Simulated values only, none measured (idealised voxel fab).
Presented below is a process module, voxel self aligned vias.
Cross-section cut spans 235 nm and uses square cells 5 nm in size.
A cross-section is written here as square cells arranged in a grid, and it is given in bands from the top down, each band taking up one or more rows of cells. This entry defines a band. It first specifies the height of the band's top and the height of its bottom in nm, and then specifies the band's materials from left to right, stating each material with its width in nm. The word "full width" identifies a single material that fills the band from edge to edge, while the word "blank" identifies empty space. Ref level 0: as-received wafer is one material below here. Bottom band extends down with no lower bound ("0..down"). Top row gets the first number, bottom row gets the second, and each row in between changes by the same step: that is how a band width like "30->40" works. A step reported as "no alterations made" is a step in which no cell of the cross-section changed. The entry titled "Completely sealed voids" provides the empty spaces that have no open way to the top, restricted to those of 8 cells or more. Each is presented as width x height at distance, the distance being measured from the left edge, with all three in nm. That trailing text on a step's line, after the settings, is the simulator's own remark on the step. "overlay nm" on a masked step: distance the mask lay right of its planned place, negative for left.

### Set out below are the planned steps of the process
1,RECEIVE [material Si]
2,CONFORMAL_DEP [material SiO2] [thk nm 10]
3,CONFORMAL_DEP [material SiCN] [thk nm 5]
4,DIRECTIONAL_DEP [material SiO2] [thk nm 20]
5,PATTERN [tone open] [mask id LINES] [material resist] [width nm 20] [pitch nm 60] [thk nm 20] [overlay nm 0]
6,DIRECTIONAL_ETCH [etch materials SiO2] [depth nm 20]
7,STRIP [etch materials resist]
8,CONFORMAL_DEP [material TiN] [thk nm 5]
9,FILL_DEP [material Ru] [thk nm 5]
10,CMP [height nm 35]
11,SELECTIVE_ETCH [etch materials W Ru TiN] [depth nm 10]
12,FILL_DEP [material SiN] [thk nm 5]
13,CMP [height nm 35]
14,DIRECTIONAL_DEP [material SiO2] [thk nm 20]
15,DIRECTIONAL_DEP [material aC] [thk nm 15]
16,PATTERN [tone open] [mask id VIAS] [material resist] [width nm 30] [thk nm 35] [overlay nm 0]
17,DIRECTIONAL_ETCH [etch materials aC] [depth nm 15]
18,STRIP [etch materials resist]
19,DIRECTIONAL_ETCH [etch materials SiO2] [depth nm 20]
20,DIRECTIONAL_ETCH [etch materials SiN] [depth nm 10]
21,STRIP [etch materials aC]
22,CONFORMAL_DEP [material TiN] [thk nm 5]
23,FILL_DEP [material Ru] [thk nm 5]
24,CMP [height nm 55]
25,CONFORMAL_DEP [material SiN] [thk nm 5]

### This is the cross-section of the wafer as we received it, i.e. after step 1
	0..down = Si full width
	Completely sealed voids: none

### The first of the two wafers as seen in cross-section once the module was finished; processing followed the plan
	60..55 = SiN full width
	55..40 = SiO2 70 nm | TiN 5 nm | Ru 20 nm | TiN 5 nm | SiO2 135 nm
	40..35 = SiO2 70 nm | TiN 10 nm | Ru 10 nm | TiN 10 nm | SiO2 135 nm
	35..30 = SiO2 75 nm | TiN 5 nm | Ru 10 nm | TiN 5 nm | SiO2 40 nm | SiN 20 nm | SiO2 80 nm
	30..25 = SiO2 75 nm | TiN 20 nm | SiO2 40 nm | SiN 20 nm | SiO2 80 nm
	25..20 = SiO2 75 nm | TiN 5 nm | Ru 10 nm | TiN 5 nm | SiO2 40 nm | TiN 5 nm | Ru 10 nm | TiN 5 nm | SiO2 80 nm
	20..15 = SiO2 75 nm | TiN 20 nm | SiO2 40 nm | TiN 20 nm | SiO2 80 nm
	15..10 = SiCN full width
	10..0 = SiO2 full width
	0..down = Si full width
	Completely sealed voids: none

### Second wafer cross-section at end of module - shared start and plan with the first, one mistake in the run
	60..55 = SiN full width
	55..40 = SiO2 70 nm | TiN 5 nm | W 20 nm | TiN 5 nm | SiO2 135 nm
	40..35 = SiO2 70 nm | TiN 10 nm | W 10 nm | TiN 10 nm | SiO2 135 nm
	35..30 = SiO2 75 nm | TiN 5 nm | W 10 nm | TiN 5 nm | SiO2 40 nm | SiN 20 nm | SiO2 80 nm
	30..25 = SiO2 75 nm | TiN 20 nm | SiO2 40 nm | SiN 20 nm | SiO2 80 nm
	25..20 = SiO2 75 nm | TiN 5 nm | Ru 10 nm | TiN 5 nm | SiO2 40 nm | TiN 5 nm | Ru 10 nm | TiN 5 nm | SiO2 80 nm
	20..15 = SiO2 75 nm | TiN 20 nm | SiO2 40 nm | TiN 20 nm | SiO2 80 nm
	15..10 = SiCN full width
	10..0 = SiO2 full width
	0..down = Si full width
	Completely sealed voids: none
In executing the process, a mistake was made relative to the plan: so step 23 ended up running with a different setting than we planned, it ran as FILL_DEP [material W] [thk nm 5]
Upon completion, the second wafer contains, in terms of cells, a greater or smaller amount of certain materials than the first wafer: Ru: 16 fewer | W: 16 more
